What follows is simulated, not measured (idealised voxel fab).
Name of the process module below: voxel self aligned contacts
Square cells of 5 nm make up the cross-section cut, whose width is 240 nm.
Throughout this document, each cross-section is represented as a grid of square cells and is presented as a sequence of bands enumerated from the top downward, where a band comprises one or more rows of cells.
In this notation a band is specified by the heights of its top and bottom, in that order and in nm, after which its materials appear from left to right, each paired with its width in nm. The word "edge to edge" attached to a single material means that material fills the band from edge to edge; the word "blank" stands for empty space.
Below 0: as-received wafer, all one material; heights counted from there. Lowest band: no bottom, goes on down, written "0 nm and below".
Width "30->40": first value at the band's top row of cells, second value at its bottom row, equal change from row to row.
"no change" for a step: no cell of the cross-section changed in that step.
Basically, "Voids, sealed" tells you about the enclosed voids: empty spaces with no open way to the top, 8 cells or bigger, each written width x height at distance, where distance is from the left edge, all in nm.
Whatever follows a step's settings on its line is a remark the simulator itself makes about that step.
If you see "overlay nm" on a step's line and that step has a mask, it's telling you how far right of where it was planned the mask ended up; a negative number means it went left instead.
# Here's what the planned process steps look like
| 1 | RECEIVE (material Si) |
| 2 | OXIDIZE (depth nm 5) |
| 3 | DIRECTIONAL_DEP (material polySi; thk nm 30) |
| 4 | DIRECTIONAL_DEP (material SiN; thk nm 20) |
| 5 | PATTERN (tone cover; mask id GATE; material resist; width nm 35; pitch nm 70; thk nm 15; overlay nm 0) |
| 6 | DIRECTIONAL_ETCH (etch materials SiN; depth nm 20) |
| 7 | DIRECTIONAL_ETCH (etch materials polySi; depth nm 30) |
| 8 | STRIP (etch materials resist) |
| 9 | CONFORMAL_DEP (material SiN; thk nm 10) |
| 10 | DIRECTIONAL_ETCH (etch materials SiN; depth nm 10) |
| 11 | FILL_DEP (material SiO2; thk nm 15) |
| 12 | CMP (height nm 60) |
| 13 | DIRECTIONAL_DEP (material aC; thk nm 10) |
| 14 | PATTERN (tone open; mask id CONTACT; material resist; width nm 55; pitch nm 70; thk nm 30; overlay nm 0) |
| 15 | DIRECTIONAL_ETCH (etch materials aC; depth nm 10) |
| 16 | STRIP (etch materials resist) |
| 17 | DIRECTIONAL_ETCH (etch materials SiO2; depth nm 65) |
| 18 | STRIP (etch materials aC) |
| 19 | CONFORMAL_DEP (material TiN; thk nm 5) |
| 20 | FILL_DEP (material W; thk nm 5) |
| 21 | CMP (height nm 60) |
| 22 | CONFORMAL_DEP (material SiCN; thk nm 5) |
# Cross-sectional view of the wafer in its as-received condition, corresponding to the state after step 1
* 0 nm and below | Si edge to edge
* Voids, sealed: none
# Cross-sectional result after module completion. Note: starting condition and plan are unchanged from above; one processing mistake was made
* 65 nm to 60 nm | SiCN edge to edge
* 60 nm to 35 nm | SiO2 (20) | SiN (10) | polySi (35) | SiN (10) | TiN (5) | W (5) | TiN (5) | SiN (10) | polySi (35) | SiN (10) | TiN (5) | W (5) | TiN (5) | SiN (10) | polySi (35) | SiN (10) | SiO2 (25)
* 35 nm to 30 nm | SiO2 (20) | SiN (10) | polySi (35) | SiN (10) | TiN (15) | SiN (10) | polySi (35) | SiN (10) | TiN (15) | SiN (10) | polySi (35) | SiN (10) | SiO2 (25)
* 30 nm to 0 nm | polySi edge to edge
* 0 nm to -5 nm | SiO2 edge to edge
* -5 nm and below | Si edge to edge
* Voids, sealed: none
Nonconformance to the process plan: execution of plan step 3 occurred twice
